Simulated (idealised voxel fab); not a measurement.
This is a process module. Its name is voxel capacitor over wiring.
The cross-section shown here is cut; it is 155 nm wide and divided into square cells measuring 5 nm on a side.
Cross-sections here: square-cell grids, written as top-down lists of bands, a band being one or more rows of cells. It is stipulated that each band's entry specify, in nanometres, the height of the top of the band and then that of its bottom, followed by the materials of the band in left-to-right sequence, each together with its width in nanometres. A single material marked by the word "everywhere" is understood to fill the band from edge to edge; the word "blank" is understood to denote empty space. Basically, 0 is our baseline, since under it the wafer straight out of the box is all one material. The bottom band has no lower end and keeps on going down, so it looks like "z 0 and below". When a width is written as two numbers, as in "30 to 40", the first number is the width in the top row of cells of the band and the second is the width in its bottom row, and the width changes by the same amount from each row to the next. "nothing changed" for a step: no cell of the cross-section changed in that step. "Voids, fully enclosed" means: voids of 8 cells or more that are shut off from the top with no open way through. Written width x height at distance, distance from the left edge, in nm. What comes after the settings on a step's line is commentary from the simulator itself on that step. overlay nm: on a step with a mask, how far right of its planned place the mask lay; negative means left.

[Process steps - plan]
1) RECEIVE (material Si)
2) CONFORMAL_DEP (material SiO2; thk nm 15)
3) DIRECTIONAL_DEP (material TiN; thk nm 5)
4) DIRECTIONAL_DEP (material Ru; thk nm 15)
5) DIRECTIONAL_DEP (material aC; thk nm 15)
6) PATTERN (tone cover; mask id METAL_1; material resist; width nm 25; pitch nm 95; thk nm 35; overlay nm 0)
7) DIRECTIONAL_ETCH (etch materials aC; depth nm 15)
8) STRIP (etch materials resist)
9) DIRECTIONAL_ETCH (etch materials Ru; depth nm 15)
10) DIRECTIONAL_ETCH (etch materials TiN; depth nm 5)
11) STRIP (etch materials aC)
12) CONFORMAL_DEP (material SiCN; thk nm 5)
13) FILL_DEP (material lowk; thk nm 10)
14) CMP (height nm 35)
15) CONFORMAL_DEP (material SiCN; thk nm 5)
16) DIRECTIONAL_DEP (material SiO2; thk nm 20)
17) DIRECTIONAL_DEP (material aC; thk nm 10)
18) PATTERN (tone open; mask id PLUG_1; material resist; width nm 15; thk nm 25; overlay nm 0)
19) DIRECTIONAL_ETCH (etch materials aC; depth nm 10)
20) STRIP (etch materials resist)
21) DIRECTIONAL_ETCH (etch materials SiO2; depth nm 20)
22) DIRECTIONAL_ETCH (etch materials SiCN; depth nm 5)
23) STRIP (etch materials aC)
24) EPI (material Ru; thk nm 10)
25) EPI (material Ru; thk nm 10)
26) EPI (material Ru; thk nm 5)
27) DIRECTIONAL_DEP (material TiN; thk nm 10)
28) DIRECTIONAL_DEP (material Al2O3; thk nm 5)
29) DIRECTIONAL_DEP (material TiN; thk nm 10)
30) PATTERN (tone cover; mask id UPPER_PLATE; material resist; width nm 75; thk nm 15; overlay nm 0)
31) DIRECTIONAL_ETCH (etch materials TiN; depth nm 10)
32) DIRECTIONAL_ETCH (etch materials Al2O3; depth nm 5)
33) STRIP (etch materials resist)
34) DIRECTIONAL_DEP (material aC; thk nm 10)
35) PATTERN (tone cover; mask id LOWER_PLATE; material resist; width nm 85; thk nm 30; overlay nm 0)
36) DIRECTIONAL_ETCH (etch materials aC; depth nm 10)
37) STRIP (etch materials resist)
38) DIRECTIONAL_ETCH (etch materials TiN; depth nm 10)
39) STRIP (etch materials aC)
40) FILL_DEP (material SiO2; thk nm 15)
41) CMP (height nm 95)
42) MASKED_ETCH (tone open; mask id PLUG_2; width nm 15; etch materials SiO2; depth nm 10; overlay nm 0)
43) CONFORMAL_DEP (material TiN; thk nm 5)
44) FILL_DEP (material W; thk nm 5)
45) CMP (height nm 95)
46) CONFORMAL_DEP (material SiCN; thk nm 5)
What sets these wafers apart? The thk nm at step 43. They all start alike, and the plan carries the first wafer's value.

[Cross-sectional view of the first of several wafers in the as-received condition, corresponding to the state following step 1]
> z 0 and below | Si everywhere
> Voids, fully enclosed: none

[wafer rows; end of module; cells per material since receipt: (+) gained, (-) lost; then closed voids]
thk nm 5 | +15 Al2O3 | +45 Ru | +92 SiCN | +337 SiO2 | +79 TiN | +1 W | +51 lowk | Voids, fully enclosed: none
thk nm 10 | +15 Al2O3 | +45 Ru | +92 SiCN | +337 SiO2 | +80 TiN | +51 lowk | Voids, fully enclosed: none
thk nm 15 | +15 Al2O3 | +45 Ru | +92 SiCN | +337 SiO2 | +80 TiN | +51 lowk | Voids, fully enclosed: none
thk nm 20 | +15 Al2O3 | +45 Ru | +92 SiCN | +337 SiO2 | +80 TiN | +51 lowk | Voids, fully enclosed: none
